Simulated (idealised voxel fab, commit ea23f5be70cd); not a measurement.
The document below concerns the process module designated voxel quadruple lines.
For reference, the cross-section in this document is cut, with width 245 nm and square cells of 5 nm.
In what follows, cross-sections appear as grids of square cells, described through bands that run from the top down, where every band is one or more rows of cells. Per band: top height and bottom height in nm, followed by the left-to-right materials and their widths in nm; "all across" marks a single material spanning edge to edge, "air" marks empty space. Heights are reckoned from 0. Under this level, the received wafer is all of one material. The bottommost band is open-ended downward, for example "0 and below". Per-row width for "30 to 40": begins at first number (top row of band), ends at second number (bottom row), increment between rows held constant. Where a step carries "no modifications", the cross-section came out of it unchanged, cell for cell. Entry "Sealed void inventory" = empty spaces >= 8 cells with no open way to the top; each as width x height at distance, distance from left edge, all nm. On a step's line, text after the settings is the simulator commenting on that step. overlay nm: how far to the right of its planned place the mask lay on this masked step (negative: to the left).

### The following list gives the planned process steps
1,RECEIVE with material Si
2,CONFORMAL_DEP with material Al2O3, thk nm 5
3,DIRECTIONAL_DEP with material TiN, thk nm 10
4,DIRECTIONAL_DEP with material polySi, thk nm 20
5,DIRECTIONAL_DEP with material aC, thk nm 20
6,PATTERN with tone cover, mask id MANDREL, material resist, width nm 20, pitch nm 60, thk nm 25, overlay nm 0
7,DIRECTIONAL_ETCH with etch materials aC, depth nm 20
8,STRIP with etch materials resist
9,CONFORMAL_DEP with material SiO2, thk nm 10
10,DIRECTIONAL_ETCH with etch materials SiO2, depth nm 10
11,STRIP with etch materials aC
12,DIRECTIONAL_ETCH with etch materials polySi, depth nm 20
13,STRIP with etch materials SiO2
14,CONFORMAL_DEP with material SiCN, thk nm 5
15,DIRECTIONAL_ETCH with etch materials SiCN, depth nm 5
16,STRIP with etch materials polySi
17,DIRECTIONAL_ETCH with etch materials TiN, depth nm 10
18,STRIP with etch materials SiCN
19,FILL_DEP with material SiO2, thk nm 5
20,CMP with height nm 5
varied across the wafers: height nm of step 20. The plan shows the first wafer's value. All wafers start alike

### After step 1, as received: first of several wafers, cross-section
	0 and below  Si all across
	Sealed void inventory: none

### Cross-section of the first of several wafers once the module has run through its last step, step 20
	5 down to 0  Al2O3 all across
	0 and below  Si all across
	Sealed void inventory: none

### The module's end: a cross-section of the last wafer
	20 down to 15  SiO2 all across
	15 down to 5  SiO2=65; TiN=5; SiO2=10; TiN=5; SiO2=10; TiN=5; SiO2=10; TiN=5; SiO2=10; TiN=5; SiO2=10; TiN=5; SiO2=10; TiN=5; SiO2=10; TiN=5; SiO2=70
	5 down to 0  Al2O3 all across
	0 and below  Si all across
	Sealed void inventory: none

### Table: wafers, a row each; end-of-module cell change per material since receipt, gain (+), loss (-); then closed voids
height nm 5, +49 Al2O3, Sealed void inventory: none
height nm 10, +49 Al2O3, +41 SiO2, +8 TiN, Sealed void inventory: none
height nm 15, +49 Al2O3, +82 SiO2, +16 TiN, Sealed void inventory: none
height nm 20, +49 Al2O3, +131 SiO2, +16 TiN, Sealed void inventory: none
